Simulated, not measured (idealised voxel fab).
The following is a process module called voxel quadruple lines.
We display cut, a cross-section 230 nm in width whose square cells are each 5 nm.
Cross-section, as written here: a square-cell grid given band by band from the top down, where a band holds one or more rows of cells. Band entry format. Leading values: height of top, height of bottom, nm. Remainder: materials in left-to-right order, each with its width in nm. Special words: "edge to edge" on a single material, which then fills the band edge to edge; "air", empty space. Counting heights begins at 0, where everything beneath is, in the wafer as received, one material. The lowest band has no bottom; it goes on downwards, as "z 0 and below" shows. Graded width ("30 to 40"): value in top row of band = first number; value in bottom row = second number; row-to-row change constant. When a step is marked "no alterations made", none of the cells in the cross-section changed during that step. "Unvented cavities": empty spaces of 8 cells or more with no open way to the top, each given as width x height at distance, distance from the left edge, all in nm. That trailing text on a step's line, after the settings, is the simulator's own remark on the step. What "overlay nm" on a step's line means: if the step has a mask, that mask lay this far to the right of its planned place, or, when the value is negative, to the left.
**The following list gives the planned process steps**
- 1: op RECEIVE | material Si
- 2: op CONFORMAL_DEP | material Al2O3 | thk nm 10
- 3: op DIRECTIONAL_DEP | material W | thk nm 15
- 4: op DIRECTIONAL_DEP | material polySi | thk nm 20
- 5: op DIRECTIONAL_DEP | material aC | thk nm 20
- 6: op PATTERN | tone cover | mask id MANDREL | material resist | width nm 35 | pitch nm 100 | thk nm 30 | overlay nm 0
- 7: op DIRECTIONAL_ETCH | etch materials aC | depth nm 20
- 8: op STRIP | etch materials resist
- 9: op CONFORMAL_DEP | material SiO2 | thk nm 15
- 10: op DIRECTIONAL_ETCH | etch materials SiO2 | depth nm 15
- 11: op STRIP | etch materials aC
- 12: op DIRECTIONAL_ETCH | etch materials polySi | depth nm 20
- 13: op STRIP | etch materials SiO2
- 14: op CONFORMAL_DEP | material SiCN | thk nm 10
- 15: op DIRECTIONAL_ETCH | etch materials SiCN | depth nm 10
- 16: op STRIP | etch materials polySi
- 17: op DIRECTIONAL_ETCH | etch materials W | depth nm 15
- 18: op STRIP | etch materials SiCN
- 19: op FILL_DEP | material lowk | thk nm 5
- 20: op CMP | height nm 25
**Cross-section of the wafer at receipt, which is the condition after step 1**
z 0 and below | Si edge to edge
Unvented cavities: none
**Post-module cross-section of the first of two wafers (run per plan)**
z 25 to 10 | 20 of lowk / 10 of W / 15 of lowk / 10 of W / 15 of lowk / 10 of W / 15 of lowk / 10 of W / 15 of lowk / 10 of W / 15 of lowk / 10 of W / 15 of lowk / 10 of W / 15 of lowk / 10 of W / 25 of lowk
z 10 to 0 | Al2O3 edge to edge
z 0 and below | Si edge to edge
Unvented cavities: none
**Wafer two, sectioned after the module: the first wafer's start, the first wafer's plan, and one mistake in how it was run**
z 25 to 10 | 20 of lowk / 10 of W / 15 of lowk / 10 of W / 15 of lowk / 10 of W / 15 of lowk / 10 of W / 15 of lowk / 10 of W / 15 of lowk / 10 of W / 15 of lowk / 10 of W / 15 of lowk / 10 of W / 25 of lowk
z 10 to 0 | polySi edge to edge
z 0 and below | Si edge to edge
Unvented cavities: none
Processing error: step 2 ran differently from the plan; actual operation with settings: op CONFORMAL_DEP | material polySi | thk nm 10
At the finish, the second wafer shows more or fewer cells for some materials than the first does: Al2O3: 92 fewer; polySi: 92 more
